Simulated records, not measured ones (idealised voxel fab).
Name of the process module below: voxel double patterning
This is section cut - it's 245 nm across, gridded in 5 nm square cells.
This document writes a cross-section as a grid whose cells are square, and gives it as bands, listed from the top down; one or more rows of cells form a band. Basically the band line says how high the top is and how high the bottom is, in nm, and then what's in it from left to right, every material with its width in nm. Empty space shows up as "empty", and if a single material carries "full width" it runs the full band edge to edge. Below 0: as-received wafer, all one material; heights counted from there. Lowest band: no bottom, goes on down, written "from 0 down". Note: "30 to 40" means the width goes from the first number (top row of the band) to the second number (bottom row) in equal steps per row of cells. The cross-section has no changed cell in any step marked "no alterations made". "Closed void list": empty spaces of 8 cells or more with no open way to the top, each given as width x height at distance, distance from the left edge, all in nm. Where a step's line continues beyond its settings, the continuation is a remark by the simulator itself on that step. What "overlay nm" on a step's line means: if the step has a mask, that mask lay this far to the right of its planned place, or, when the value is negative, to the left.
THE PLANNED PROCESS STEPS ARE ENUMERATED HEREUNDER
- 1: RECEIVE [material Si]
- 2: CONFORMAL_DEP [material SiO2] [thk nm 10]
- 3: DIRECTIONAL_DEP [material W] [thk nm 20]
- 4: DIRECTIONAL_DEP [material SiCN] [thk nm 10]
- 5: MASKED_ETCH [tone open] [mask id FIRST] [width nm 15] [pitch nm 50] [etch materials SiCN] [depth nm 10] [overlay nm 0]
- 6: MASKED_ETCH [tone open] [mask id SECOND] [width nm 15] [etch materials SiCN] [depth nm 10] [overlay nm 0]
- 7: DIRECTIONAL_ETCH [etch materials W] [depth nm 20]
- 8: STRIP [etch materials SiCN]
AS-RECEIVED WAFER CROSS-SECTION (AFTER STEP 1)
from 0 down | Si full width
Closed void list: none
MODULE COMPLETE - CROSS-SECTION OF THE FIRST OF TWO WAFERS, RUN ACCORDING TO PLAN
from 30 to 10 | W: 90; empty: 15; W: 10; empty: 15; W: 10; empty: 15; W: 90
from 10 to 0 | SiO2 full width
from 0 down | Si full width
Closed void list: none
WAFER TWO (OF TWO), END-OF-MODULE CROSS-SECTION: START = WAFER ONE, PLAN = WAFER ONE, ONE RUN MISTAKE
from 20 to 10 | W full width
from 10 to 0 | SiO2 full width
from 0 down | Si full width
Closed void list: none
Which mistake was made when the wafer was run? note that step 4 departed from the planned setting and was carried out as DIRECTIONAL_DEP [material W] [thk nm 10]
FYI, end of process, the second wafer has more or fewer cells of some materials than the first: 62 fewer of W
